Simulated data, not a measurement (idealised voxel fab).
A process module follows: voxel released beams.
Pictured: cross-section cut, 205 nm wide, on a grid of 5 nm square cells.
Heads up, the way a cross-section reads in here is a grid of square cells, handed over as bands from the top down, with every band being one or more rows of cells.
The entry gives the band's vertical extent as a top height and a bottom height in nm, then its horizontal make-up as materials from left to right, each with a width in nm. "air" stands for empty space; a single material marked "everywhere" fills the band edge to edge.
Height datum 0, below which the as-received substrate wafer is one material. Lowest band open at the bottom, running downward: "z 0 and below".
Per-row width for "30->40": begins at first number (top row of band), ends at second number (bottom row), increment between rows held constant.
The cross-section has no changed cell in any step marked "no modifications".
Each empty space that has no open way to the top and spans at least 8 cells appears under "Internal closed voids" as width x height at distance, the distance counted from the left edge, all in nm.
The remark found on a step's line after its settings is issued by the simulator itself and pertains to that step.
overlay nm, on a step with a mask: how far to the right of its planned place the mask lay; to the left if negative

So here's the lineup of process steps we planned
1 RECEIVE [material Si]
2 CONFORMAL_DEP [material SiN] [thk nm 10]
3 DIRECTIONAL_DEP [material SiO2] [thk nm 20]
4 MASKED_ETCH [tone open] [mask id ANCHOR] [width nm 30] [etch materials SiO2] [depth nm 20] [overlay nm 0]
5 CONFORMAL_DEP [material W] [thk nm 10]
6 MASKED_ETCH [tone cover] [mask id BEAM] [width nm 85] [etch materials W] [depth nm 10] [overlay nm 0]
7 STRIP [etch materials SiO2]

What follows covers the first of two wafers; it ran as planned

As-received state of the wafer in cross-section, equivalent to post-step 1
    z 0 and below: Si everywhere
    Internal closed voids: none

The wafer in cross-section once step 2 is complete
    z 10 to 0: SiN everywhere
    Below a height of 0, the structure has not been altered.

The wafer in cross-section once step 3 is complete
    z 30 to 10: SiO2 everywhere
    Below a height of 10, the structure has not been altered.

The wafer in cross-section once step 4 is complete
    z 30 to 10: 60 SiO2 / 30 air / 115 SiO2
    Below a height of 10, the structure has not been altered.

The wafer in cross-section once step 5 is complete
    z 40 to 30: 70 W / 10 air / 125 W
    z 30 to 20: 60 SiO2 / 10 W / 10 air / 10 W / 115 SiO2
    z 20 to 10: 60 SiO2 / 30 W / 115 SiO2
    Below a height of 10, the structure has not been altered.

The wafer in cross-section once step 6 is complete
    z 40 to 30: 55 air / 15 W / 10 air / 60 W / 65 air
    Below a height of 30, the structure has not been altered.

The wafer in cross-section once step 7 is complete
    z 40 to 30: 55 air / 15 W / 10 air / 60 W / 65 air
    z 30 to 20: 60 air / 10 W / 10 air / 10 W / 115 air
    z 20 to 10: 60 air / 30 W / 115 air
    Below a height of 10, the structure has not been altered.

What follows concerns the second wafer, which started out like the first and was meant to follow the very same plan; one mistake crept in when it was run, but everything up to and including step 5 is the same as for the first wafer

Cross-section of the second wafer at the time by which step 6 should have been completed according to the plan
    z 40 to 30: 55 W / 85 air / 65 W
    z 30 to 10: 60 SiO2 / 10 W / 10 air / 10 W / 115 SiO2
    Below a height of 10, the structure has not been altered.

Cross-section of the second wafer at the time by which step 7 should have been completed according to the plan
    z 30 to 10: 60 air / 10 W / 10 air / 10 W / 115 air
    Below a height of 10, the structure has not been altered.
Nonconformance to the process plan: step 6 was run on a setting that differed from the plan, and what really ran there is MASKED_ETCH [tone open] [mask id BEAM] [width nm 85] [etch materials W] [depth nm 10] [overlay nm 0]
Once processing is complete, comparing cell counts shows that the second wafer has more or fewer of certain materials than the first: W: 34 fewer
